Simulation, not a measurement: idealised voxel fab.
Documented hereafter: the process module known as voxel gate over fins.
FYI the section here is cut, 290 nm wide, cells are 5 nm squares.
When this document writes out a cross-section, it uses a grid of square cells and lists it as bands, beginning at the top and moving down, with a band standing for one or more rows of cells. It is stipulated that each band's entry specify, in nanometres, the height of the top of the band and then that of its bottom, followed by the materials of the band in left-to-right sequence, each together with its width in nanometres. A single material marked by the word "edge to edge" is understood to fill the band from edge to edge; the word "empty" is understood to denote empty space. Heights from 0 (as-received wafer is one material below). Bottom band endless downward, as "0 and below". Graded width ("30->40"): value in top row of band = first number; value in bottom row = second number; row-to-row change constant. Step marked "everything unchanged"? Then no cell in the cross-section changed in it. Any empty space of 8 cells or more lacking an open way to the top shows up in "Closed void roster" as width x height at distance, distance from the left edge, in nm. Anything after a step's settings on that line? It's the simulator's own note about the step. overlay nm, on a step with a mask: how far to the right of its planned place the mask lay; to the left if negative.
Process steps foreseen in the plan:
| 1 | RECEIVE (material Si) |
| 2 | CONFORMAL_DEP (material SiN; thk nm 5) |
| 3 | MASKED_ETCH (tone cover; mask id FINS; width nm 15; pitch nm 35; etch materials SiN; depth nm 5; overlay nm 0) |
| 4 | MASKED_ETCH (tone cover; mask id FINS; width nm 15; pitch nm 35; etch materials Si; depth nm 35; overlay nm 0) |
| 5 | FILL_DEP (material SiO2; thk nm 5) |
| 6 | CMP (height nm 5) |
| 7 | SELECTIVE_ETCH (etch materials SiO2; depth nm 15) |
| 8 | STRIP (etch materials SiN) |
| 9 | CONFORMAL_DEP (material HfO2; thk nm 5) |
| 10 | CONFORMAL_DEP (material TiN; thk nm 5) |
| 11 | FILL_DEP (material W; thk nm 15) |
| 12 | CMP (height nm 20) |
| 13 | CONFORMAL_DEP (material SiCN; thk nm 5) |
Cross-section, incoming material, after step 1:
* 0 and below | Si edge to edge
* Closed void roster: none
Cross-section, end of module. Start: as above. Plan: as above. Execution: one mistake:
* 25 down to 20 | SiCN edge to edge
* 20 down to 15 | W edge to edge
* 15 down to 10 | W: 110, then TiN: 70, then W: 110
* 10 down to 5 | W: 110, then TiN: 5, then HfO2: 25, then TiN: 10, then HfO2: 25, then TiN: 5, then W: 110
* 5 down to 0 | W: 110, then TiN: 5, then HfO2: 5, then SiN: 15, then HfO2: 5, then TiN: 10, then HfO2: 5, then SiN: 15, then HfO2: 5, then TiN: 5, then W: 110
* 0 down to -25 | W: 110, then TiN: 5, then HfO2: 5, then Si: 15, then HfO2: 5, then TiN: 10, then HfO2: 5, then Si: 15, then HfO2: 5, then TiN: 5, then W: 110
* -25 down to -30 | TiN: 115, then HfO2: 5, then Si: 15, then HfO2: 5, then TiN: 10, then HfO2: 5, then Si: 15, then HfO2: 5, then TiN: 115
* -30 down to -35 | HfO2: 120, then Si: 15, then HfO2: 20, then Si: 15, then HfO2: 120
* -35 and below | Si edge to edge
* Closed void roster: none
Error vs. plan: step 8 was run on a setting that differed from the plan, and what really ran there is STRIP (etch materials SiO2)
